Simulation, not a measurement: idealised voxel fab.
A process module follows: voxel double patterning.
It is cross-section cut that appears here, measuring 190 nm in width, its square cells being 5 nm in size.
A cross-section is written here as square cells arranged in a grid, and it is given in bands from the top down, each band taking up one or more rows of cells. Band: top and bottom heights (nm) first, top before bottom; then materials from left to right, widths in nm. "full width" marks a sole material filling the band edge to edge. "blank" denotes empty space. Convention: height 0 is the level below which the wafer, as received, is all one material. The lowest band does not terminate at the bottom but continues downward, represented as "z 0 and below". Note: "30 to 40" means the width goes from the first number (top row of the band) to the second number (bottom row) in equal steps per row of cells. You'll sometimes find "nothing got changed" written for a step, and that's the way of saying that nowhere in the cross-section did a cell change during that step. Closed empty spaces (no open way to the top) of 8 cells or more are what "Trapped void list" lists, each as width x height at distance from the left edge, nm for all three. Read whatever lies past the settings on a step's line as the simulator's own remark about the step. overlay nm: on a step with a mask, how far right of its planned place the mask lay; negative means left.
THE FOLLOWING LIST GIVES THE PLANNED PROCESS STEPS
1: op RECEIVE | material Si
2: op CONFORMAL_DEP | material SiO2 | thk nm 10
3: op DIRECTIONAL_DEP | material polySi | thk nm 15
4: op DIRECTIONAL_DEP | material SiN | thk nm 5
5: op DIRECTIONAL_DEP | material aC | thk nm 10
6: op PATTERN | tone open | mask id FIRST | material resist | width nm 15 | pitch nm 50 | thk nm 30 | overlay nm 0
7: op DIRECTIONAL_ETCH | etch materials aC | depth nm 10
8: op STRIP | etch materials resist
9: op DIRECTIONAL_ETCH | etch materials SiN | depth nm 5
10: op STRIP | etch materials aC
11: op MASKED_ETCH | tone open | mask id SECOND | width nm 15 | pitch nm 50 | etch materials SiN | depth nm 5 | overlay nm 0
12: op DIRECTIONAL_ETCH | etch materials polySi | depth nm 15
13: op STRIP | etch materials SiN
CROSS-SECTION OF THE INCOMING WAFER, STATE AFTER STEP 1
	z 0 and below: Si full width
	Trapped void list: none
POST-MODULE CROSS-SECTION: IDENTICAL START AND PLAN TO THOSE ABOVE, ONE MISSTEP IN EXECUTION
	z 25 to 10: 35 nm polySi | 20 nm blank | 5 nm polySi | 15 nm blank | 10 nm polySi | 20 nm blank | 5 nm polySi | 15 nm blank | 10 nm polySi | 20 nm blank | 35 nm polySi
	z 10 to 0: SiO2 full width
	z 0 and below: Si full width
	Trapped void list: none
What broke from the plan during processing? so step 6 ended up running with a different setting than we planned, it ran as op PATTERN | tone open | mask id FIRST | material resist | width nm 20 | pitch nm 50 | thk nm 30 | overlay nm 0
